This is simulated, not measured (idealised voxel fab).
Presented below is a process module, voxel gate over fins.
This is section cut - it's 255 nm across, gridded in 5 nm square cells.
The cross-sections in this document take the form of a grid made of square cells. They are written out as bands, in order from top to bottom. Each band consists of one or more rows of cells.
Within each band entry, the heights of the top and of the bottom of the band appear first, in that order and in nm; the materials of the band then follow from left to right, each with its corresponding width in nm. The designation "throughout" on a single material indicates that it fills the band from edge to edge; the designation "empty" indicates empty space.
The reference from which all heights are counted is 0, the level beneath which the as-received wafer is entirely one material; the lowest band, having no lower bound, proceeds downward and is written after the example "0..down".
Note: "30->40" means the width goes from the first number (top row of the band) to the second number (bottom row) in equal steps per row of cells.
Key: "stayed the same" - step with no changed cell in the cross-section.
Voids not open to the top, 8 cells minimum: see "Closed void roster". Written width x height at distance; distance is from the left edge; nm.
Step line, after settings: the simulator's comment on this step.
A step line may carry the setting "overlay nm", which, for steps involving a mask, states the distance by which the mask lay to the right of its intended position; negative values denote displacement to the left.
-- Set out below are the planned steps of the process
1,op RECEIVE | material Si
2,op CONFORMAL_DEP | material SiN | thk nm 5
3,op DIRECTIONAL_DEP | material aC | thk nm 15
4,op PATTERN | tone cover | mask id FINS | material resist | width nm 15 | pitch nm 50 | thk nm 30 | overlay nm 0
5,op DIRECTIONAL_ETCH | etch materials aC | depth nm 15
6,op STRIP | etch materials resist
7,op DIRECTIONAL_ETCH | etch materials SiN | depth nm 5
8,op DIRECTIONAL_ETCH | etch materials Si | depth nm 40
9,op STRIP | etch materials aC
10,op OXIDIZE | depth nm 5
11,op FILL_DEP | material SiO2 | thk nm 15
12,op CMP | height nm 5
13,op PATTERN | tone open | mask id RAIL | material resist | width nm 15 | thk nm 15 | overlay nm 0
14,op DIRECTIONAL_ETCH | etch materials SiO2 | depth nm 40
15,op STRIP | etch materials resist
16,op CONFORMAL_DEP | material TiN | thk nm 5
17,op FILL_DEP | material Ru | thk nm 10
18,op CMP | height nm 5
19,op SELECTIVE_ETCH | etch materials W Ru TiN | depth nm 25
20,op FILL_DEP | material SiO2 | thk nm 5
21,op CMP | height nm 5
22,op SELECTIVE_ETCH | etch materials SiO2 | depth nm 15
23,op STRIP | etch materials SiN
24,op CONFORMAL_DEP | material HfO2 | thk nm 5
25,op CONFORMAL_DEP | material TiN | thk nm 5
26,op CONFORMAL_DEP | material TiAl | thk nm 5
27,op CONFORMAL_DEP | material TiN | thk nm 5
28,op FILL_DEP | material W | thk nm 10
29,op CMP | height nm 25
30,op CONFORMAL_DEP | material SiN | thk nm 5
The plan's step 13 width nm is the first wafer's value; the wafers differ in this setting and start identical.
-- Received condition of the first of several wafers, sectioned: post-step 1
  0..down  Si throughout
  Closed void roster: none
-- Note: the following table is arranged by wafer, a row apiece. Each row reports the end-of-module state: per material, cells gained (+) or cells lost (-) compared with the wafer as received; closed voids follow
width nm 15 | +63 HfO2 | +2 Ru | -432 Si | +51 SiN | +327 SiO2 | +63 TiAl | +133 TiN | +99 W | Closed void roster: none
width nm 20 | +63 HfO2 | +4 Ru | -432 Si | +51 SiN | +324 SiO2 | +63 TiAl | +134 TiN | +99 W | Closed void roster: none
width nm 25 | +63 HfO2 | +6 Ru | -432 Si | +51 SiN | +321 SiO2 | +63 TiAl | +135 TiN | +99 W | Closed void roster: none
width nm 30 | +63 HfO2 | +8 Ru | -432 Si | +51 SiN | +318 SiO2 | +63 TiAl | +136 TiN | +99 W | Closed void roster: none
